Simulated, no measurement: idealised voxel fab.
The following process module bears the name voxel fin reveal.
Section shown: cut. Width: 290 nm. Cell size: 5 nm, square.
When this document writes out a cross-section, it uses a grid of square cells and lists it as bands, beginning at the top and moving down, with a band standing for one or more rows of cells.
What a band's entry tells you: where the top is and where the bottom is, as heights in nm, and after that what lies inside, material by material from left to right, each with its width in nm. Empty space is written as the word "air", and a single material marked with the word "all across" occupies the band from edge to edge.
Height reference: 0 = level under which incoming wafer is all one material. Lowest band: no bottom, runs on downward, e.g. "from 0 down".
Per-row width for "30..40": begins at first number (top row of band), ends at second number (bottom row), increment between rows held constant.
The designation "no alterations made", where it is given for a processing step, indicates that no cell of the cross-section was altered in the course of that step.
Empty spaces counting at least 8 cells and having no open way to the top are listed in "Sealed cavities". The notation width x height at distance is used for each, the distance being from the left edge and all three values in nm.
That trailing text on a step's line, after the settings, is the simulator's own remark on the step.
A step's line can hold "overlay nm"; with a mask on that step, the setting says how far right of the planned place the mask lay, while a negative setting says it lay to the left.
Set out below are the planned steps of the process
- 1: RECEIVE [material Si]
- 2: CONFORMAL_DEP [material SiN] [thk nm 5]
- 3: DIRECTIONAL_DEP [material aC] [thk nm 15]
- 4: PATTERN [tone cover] [mask id FINS] [material resist] [width nm 15] [pitch nm 35] [thk nm 30] [overlay nm 0]
- 5: DIRECTIONAL_ETCH [etch materials aC] [depth nm 15]
- 6: STRIP [etch materials resist]
- 7: DIRECTIONAL_ETCH [etch materials SiN] [depth nm 5]
- 8: DIRECTIONAL_ETCH [etch materials Si] [depth nm 35]
- 9: STRIP [etch materials aC]
- 10: OXIDIZE [depth nm 5]
- 11: FILL_DEP [material SiO2] [thk nm 15]
- 12: CMP [height nm 5]
- 13: SELECTIVE_ETCH [etch materials SiO2] [depth nm 25]
- 14: STRIP [etch materials SiN]
- 15: CONFORMAL_DEP [material SiO2] [thk nm 5]
Wafer cross-section on receipt, i.e. after step 1
from 0 down = Si all across
Sealed cavities: none
Figure: cross-sectional view of the wafer upon completion of the module, processed from the initial state and according to the plan depicted above, with one error introduced during execution
from 5 to 0 = 85 nm air / 15 nm SiO2 / 20 nm air / 15 nm SiO2 / 20 nm air / 15 nm SiO2 / 20 nm air / 15 nm SiO2 / 85 nm air
from 0 to -35 = 85 nm air / 5 nm SiO2 / 5 nm Si / 5 nm SiO2 / 20 nm air / 5 nm SiO2 / 5 nm Si / 5 nm SiO2 / 20 nm air / 5 nm SiO2 / 5 nm Si / 5 nm SiO2 / 20 nm air / 5 nm SiO2 / 5 nm Si / 5 nm SiO2 / 85 nm air
from -35 to -40 = 90 nm SiO2 / 5 nm Si / 30 nm SiO2 / 5 nm Si / 30 nm SiO2 / 5 nm Si / 30 nm SiO2 / 5 nm Si / 90 nm SiO2
from -40 down = Si all across
Sealed cavities: none
The plan and the run diverged here: plan step 13 ran twice
